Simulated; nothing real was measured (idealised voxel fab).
process module | voxel air gaps
cross-section cut | 300 nm wide | cells 5 nm
A cross-section is a grid of square cells, given in bands from the top down. A band is one or more rows of cells.
Each band's line starts with the height of the band's top and of its bottom, in nm. Then come its materials from left to right, each with its width in nm. One material with "throughout" fills the band from edge to edge. "air" is empty space.
Height 0 is the level under which the wafer as received is all one material. The lowest band goes on downwards, as in "0 down".
A width such as "30 to 40" changes by the same amount from each row of cells to the next, from the band's top row to its bottom row.
"no change" after a step means that no cell of the cross-section changed.
closed voids: empty space of 8 cells or more with no open way to the top, each as width x height at its distance from the left edge, in nm
after a step's settings: what the simulator itself notes on the step
overlay nm, on a step with a mask: how far to the right of its planned place the mask lay; to the left if negative
plan
1 op RECEIVE | material Si
2 op CONFORMAL_DEP | material SiO2 | thk nm 15
3 op CONFORMAL_DEP | material SiN | thk nm 5
4 op DIRECTIONAL_DEP | material lowk | thk nm 35
5 op PATTERN | tone open | mask id LINES | material resist | width nm 15 | pitch nm 40 | thk nm 15 | overlay nm 0
6 op DIRECTIONAL_ETCH | etch materials lowk | depth nm 35
7 op STRIP | etch materials resist
8 op CONFORMAL_DEP | material TiN | thk nm 5
9 op FILL_DEP | material Ru | thk nm 5
10 op CMP | height nm 55
11 op EPI | material Ru | thk nm 10
12 op SELECTIVE_ETCH | etch materials lowk | depth nm 45
13 op CONFORMAL_DEP | material SiCN | thk nm 5
varied across the wafers: width nm of step 5. The plan shows the first wafer's value. All wafers start alike
first wafer as received, after step 1
  0 down: Si throughout
  closed voids: none
each wafer at the end: cells of each material gained (+) or lost (-) since it was received, then its closed voids
width nm 15 | +80 Ru | +152 SiCN | +60 SiN | +180 SiO2 | +60 TiN | closed voids: 15 x 25 at 100; 15 x 25 at 140; 15 x 25 at 180
width nm 20 | +112 Ru | +86 SiCN | +60 SiN | +180 SiO2 | +64 TiN | +84 lowk | closed voids: none
width nm 25 | +138 Ru | +86 SiCN | +60 SiN | +180 SiO2 | +68 TiN | +63 lowk | closed voids: none
